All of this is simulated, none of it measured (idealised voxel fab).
You're looking at the process module voxel released beams.
Shown is cross-section cut, with a width of 185 nm and square cells of size 5 nm.
A cross-section is a grid of square cells, given in bands from the top down. A band is one or more rows of cells. It is stipulated that each band's entry specify, in nanometres, the height of the top of the band and then that of its bottom, followed by the materials of the band in left-to-right sequence, each together with its width in nanometres. A single material marked by the word "everywhere" is understood to fill the band from edge to edge; the word "blank" is understood to denote empty space. Beneath 0, the wafer as received is one material, and that level is where height counting begins. The lowest band goes on downward without a bottom; it is written like "0 nm and below". A two-number width, for instance "30 to 40", indicates that the width is equal to the first number in the top row of the band and to the second number in the bottom row, and that it changes by a constant amount per row of cells. "remained the same" for a step: no cell of the cross-section changed in that step. Entry "Voids, sealed". Content: empty spaces with no open connection to the top, size 8 cells or greater. Each: width x height at distance. Distance: from left edge. Unit: nm. It should be noted that, on the line of a given step, the content following the step's settings is a remark produced by the simulator itself with respect to that step. "overlay nm", when on a step's line for a step with a mask, measures how far to the right of its planned place the mask lay; a negative measure means to the left.

The planned process steps are enumerated hereunder:
1) RECEIVE [material Si]
2) CONFORMAL_DEP [material SiN] [thk nm 5]
3) DIRECTIONAL_DEP [material SiO2] [thk nm 15]
4) PATTERN [tone open] [mask id ANCHOR] [material resist] [width nm 20] [thk nm 20] [overlay nm 0]
5) DIRECTIONAL_ETCH [etch materials SiO2] [depth nm 15]
6) STRIP [etch materials resist]
7) CONFORMAL_DEP [material TiN] [thk nm 10]
8) MASKED_ETCH [tone cover] [mask id BEAM] [width nm 95] [etch materials TiN] [depth nm 10] [overlay nm 0]
9) STRIP [etch materials SiO2]
Split variable: width nm, step 4. Plan value = first wafer. Wafers start alike.

Step 1 complete: as-received cross-section of the first of several wafers:
0 nm and below | Si everywhere
Voids, sealed: none

Cross-section of the first of several wafers, taken after step 9, where the module ends:
30 nm to 20 nm | blank: 40  TiN: 95  blank: 50
20 nm to 5 nm | blank: 50  TiN: 20  blank: 115
5 nm to 0 nm | SiN everywhere
0 nm and below | Si everywhere
Voids, sealed: none

Last-wafer cross-section at the end of the module:
30 nm to 20 nm | blank: 40  TiN: 10  blank: 25  TiN: 60  blank: 50
20 nm to 15 nm | blank: 40  TiN: 10  blank: 25  TiN: 10  blank: 100
15 nm to 5 nm | blank: 40  TiN: 45  blank: 100
5 nm to 0 nm | SiN everywhere
0 nm and below | Si everywhere
Voids, sealed: none

Here is how to read the rows: every wafer has a row, and it shows the wafer at the end of the module, giving for each material how many cells were gained (+) or lost (-) since the wafer was received, then listing its closed voids:
width nm 20, +37 SiN, +50 TiN, Voids, sealed: none
width nm 25, +37 SiN, +50 TiN, Voids, sealed: none
width nm 30, +37 SiN, +50 TiN, Voids, sealed: none
width nm 35, +37 SiN, +50 TiN, Voids, sealed: none
width nm 40, +37 SiN, +50 TiN, Voids, sealed: none
width nm 45, +37 SiN, +50 TiN, Voids, sealed: none
